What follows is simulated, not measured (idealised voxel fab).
process module | voxel plated lines
cross-section cut | 225 nm wide | cells 5 nm
A cross-section is a grid of square cells, given in bands from the top down. A band is one or more rows of cells.
Each band's line starts with the height of the band's top and of its bottom, in nm. Then come its materials from left to right, each with its width in nm. One material with "throughout" fills the band from edge to edge. "air" is empty space.
Height 0 is the level under which the wafer as received is all one material. The lowest band goes on downwards, as in "0 down".
A width such as "30 to 40" changes by the same amount from each row of cells to the next, from the band's top row to its bottom row.
"no change" after a step means that no cell of the cross-section changed.
closed voids: empty space of 8 cells or more with no open way to the top, each as width x height at its distance from the left edge, in nm
after a step's settings: what the simulator itself notes on the step
overlay nm, on a step with a mask: how far to the right of its planned place the mask lay; to the left if negative
plan
1 op RECEIVE | material Si
2 op CONFORMAL_DEP | material SiN | thk nm 10
3 op DIRECTIONAL_DEP | material TiN | thk nm 5
4 op PATTERN | tone open | mask id LINES | material resist | width nm 30 | pitch nm 45 | thk nm 40 | overlay nm 0
5 op EPI | material Ru | thk nm 5
6 op EPI | material Ru | thk nm 10
7 op EPI | material Ru | thk nm 5
8 op STRIP | etch materials resist
9 op DIRECTIONAL_ETCH | etch materials TiN | depth nm 5
10 op CONFORMAL_DEP | material SiO2 | thk nm 10
first wafer, as planned
as received, after step 1
  0 down: Si throughout
  closed voids: none
after step 2
  10 to 0: SiN throughout
  below 0: unchanged
after step 3
  15 to 10: TiN throughout
  below 10: unchanged
after step 4
  55 to 15: resist 75 | air 30 | resist 15 | air 30 | resist 75
  below 15: unchanged
after step 5
  55 to 20: resist 75 | air 30 | resist 15 | air 30 | resist 75
  20 to 15: resist 75 | Ru 30 | resist 15 | Ru 30 | resist 75
  below 15: unchanged
after step 6
  55 to 30: resist 75 | air 30 | resist 15 | air 30 | resist 75
  30 to 15: resist 75 | Ru 30 | resist 15 | Ru 30 | resist 75
  below 15: unchanged
after step 7
  55 to 35: resist 75 | air 30 | resist 15 | air 30 | resist 75
  35 to 15: resist 75 | Ru 30 | resist 15 | Ru 30 | resist 75
  below 15: unchanged
after step 8
  35 to 15: air 75 | Ru 30 | air 15 | Ru 30 | air 75
  below 15: unchanged
after step 9
  35 to 15: air 75 | Ru 30 | air 15 | Ru 30 | air 75
  15 to 10: air 75 | TiN 30 | air 15 | TiN 30 | air 75
  below 10: unchanged
after step 10
  45 to 35: air 65 | SiO2 95 | air 65
  35 to 20: air 65 | SiO2 10 | Ru 30 | SiO2 15 | Ru 30 | SiO2 10 | air 65
  20 to 15: SiO2 75 | Ru 30 | SiO2 15 | Ru 30 | SiO2 75
  15 to 10: SiO2 75 | TiN 30 | SiO2 15 | TiN 30 | SiO2 75
  below 10: unchanged
second wafer: like start, like plan, one mistake. Through step 5 it matches the first wafer
when step 6 should have ended
  55 to 40: resist 75 | air 30 | resist 15 | air 30 | resist 75
  40 to 15: resist 75 | Ru 30 | resist 15 | Ru 30 | resist 75
  below 15: unchanged
when step 7 should have ended
  55 to 45: resist 75 | air 30 | resist 15 | air 30 | resist 75
  45 to 15: resist 75 | Ru 30 | resist 15 | Ru 30 | resist 75
  below 15: unchanged
when step 8 should have ended
  45 to 15: air 75 | Ru 30 | air 15 | Ru 30 | air 75
  below 15: unchanged
when step 9 should have ended
  45 to 15: air 75 | Ru 30 | air 15 | Ru 30 | air 75
  15 to 10: air 75 | TiN 30 | air 15 | TiN 30 | air 75
  below 10: unchanged
when step 10 should have ended
  55 to 45: air 65 | SiO2 95 | air 65
  45 to 20: air 65 | SiO2 10 | Ru 30 | SiO2 15 | Ru 30 | SiO2 10 | air 65
  20 to 15: SiO2 75 | Ru 30 | SiO2 15 | Ru 30 | SiO2 75
  15 to 10: SiO2 75 | TiN 30 | SiO2 15 | TiN 30 | SiO2 75
  below 10: unchanged
what went wrong: step 6 was run twice
at the end the second wafer has, in cells: 24 more of Ru | 14 more of SiO2
